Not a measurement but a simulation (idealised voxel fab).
Name of the process module below: voxel lift off
Section shown: cut. Width: 240 nm. Cell size: 5 nm, square.
A cross-section in this document is a grid of square cells, and it is written down as bands, the top band listed before the ones below it; a band is made up of one or more rows of cells.
Band entry format. Leading values: height of top, height of bottom, nm. Remainder: materials in left-to-right order, each with its width in nm. Special words: "everywhere" on a single material, which then fills the band edge to edge; "empty", empty space.
A quick word on heights: they are counted from 0, and under that level the wafer as it came to us is one material throughout. The lowest band is different from the rest in having no bottom; it simply continues downward, written as in "z 0 and below".
Per-row width for "30..40": begins at first number (top row of band), ends at second number (bottom row), increment between rows held constant.
Key: "no alteration" - step with no changed cell in the cross-section.
If an empty space has no open way to the top and is at least 8 cells in size, "Fully enclosed voids" lists it, written width x height at distance, where distance is measured from the left edge and every value is in nm.
Whatever follows a step's settings on its line is a remark the simulator itself makes about that step.
Steps that use a mask can have "overlay nm" on their line. It says how far the mask sat to the right of where it was meant to be. Negative means to the left.

-- Process steps (planned)
1: op RECEIVE | material Si
2: op CONFORMAL_DEP | material Al2O3 | thk nm 5
3: op PATTERN | tone open | mask id LINES | material resist | width nm 25 | pitch nm 55 | thk nm 20 | overlay nm 0
4: op DIRECTIONAL_DEP | material Ru | thk nm 5
5: op STRIP | etch materials resist
6: op CONFORMAL_DEP | material SiN | thk nm 10

-- On the first of the two wafers: run conducted according to plan

-- Cross-sectional view of the wafer in its as-received condition, corresponding to the state after step 1
z 0 and below = Si everywhere
Fully enclosed voids: none

-- So this is the wafer cross-section right after step 2
z 5 to 0 = Al2O3 everywhere
For the remainder of the cross-section, below 0, there is no change.

-- So this is the wafer cross-section right after step 3
z 25 to 5 = 80 of resist | 25 of empty | 30 of resist | 25 of empty | 80 of resist
For the remainder of the cross-section, below 5, there is no change.

-- So this is the wafer cross-section right after step 4
z 30 to 25 = 80 of Ru | 25 of empty | 30 of Ru | 25 of empty | 80 of Ru
z 25 to 10 = 80 of resist | 25 of empty | 30 of resist | 25 of empty | 80 of resist
z 10 to 5 = 80 of resist | 25 of Ru | 30 of resist | 25 of Ru | 80 of resist
For the remainder of the cross-section, below 5, there is no change.

-- So this is the wafer cross-section right after step 5
z 10 to 5 = 80 of empty | 25 of Ru | 30 of empty | 25 of Ru | 80 of empty
For the remainder of the cross-section, below 5, there is no change.

-- So this is the wafer cross-section right after step 6
z 20 to 15 = 70 of empty | 45 of SiN | 10 of empty | 45 of SiN | 70 of empty
z 15 to 10 = SiN everywhere
z 10 to 5 = 80 of SiN | 25 of Ru | 30 of SiN | 25 of Ru | 80 of SiN
For the remainder of the cross-section, below 5, there is no change.

-- Second wafer, same starting conditions and recipe as the first, one mistake in executing it, nothing differs from the first up to and including step 2

-- Cross-sectional representation of the second wafer at the time designated in the plan for the completion of step 3
z 25 to 5 = 80 of resist | 30 of empty | 25 of resist | 30 of empty | 75 of resist
For the remainder of the cross-section, below 5, there is no change.

-- Cross-sectional representation of the second wafer at the time designated in the plan for the completion of step 4
z 30 to 25 = 80 of Ru | 30 of empty | 25 of Ru | 30 of empty | 75 of Ru
z 25 to 10 = 80 of resist | 30 of empty | 25 of resist | 30 of empty | 75 of resist
z 10 to 5 = 80 of resist | 30 of Ru | 25 of resist | 30 of Ru | 75 of resist
For the remainder of the cross-section, below 5, there is no change.

-- Cross-sectional representation of the second wafer at the time designated in the plan for the completion of step 5
z 10 to 5 = 80 of empty | 30 of Ru | 25 of empty | 30 of Ru | 75 of empty
For the remainder of the cross-section, below 5, there is no change.

-- Cross-sectional representation of the second wafer at the time designated in the plan for the completion of step 6
z 20 to 15 = 70 of empty | 50 of SiN | 5 of empty | 50 of SiN | 65 of empty
z 15 to 10 = SiN everywhere
z 10 to 5 = 80 of SiN | 30 of Ru | 25 of SiN | 30 of Ru | 75 of SiN
For the remainder of the cross-section, below 5, there is no change.
In executing the process, a mistake was made relative to the plan: the process deviated at step 3: the operation and settings actually run there were op PATTERN | tone open | mask id LINES | material resist | width nm 30 | pitch nm 55 | thk nm 20 | overlay nm 0
Counted in cells at the end, the second wafer holds more or fewer of these materials than the first: Ru: 2 more
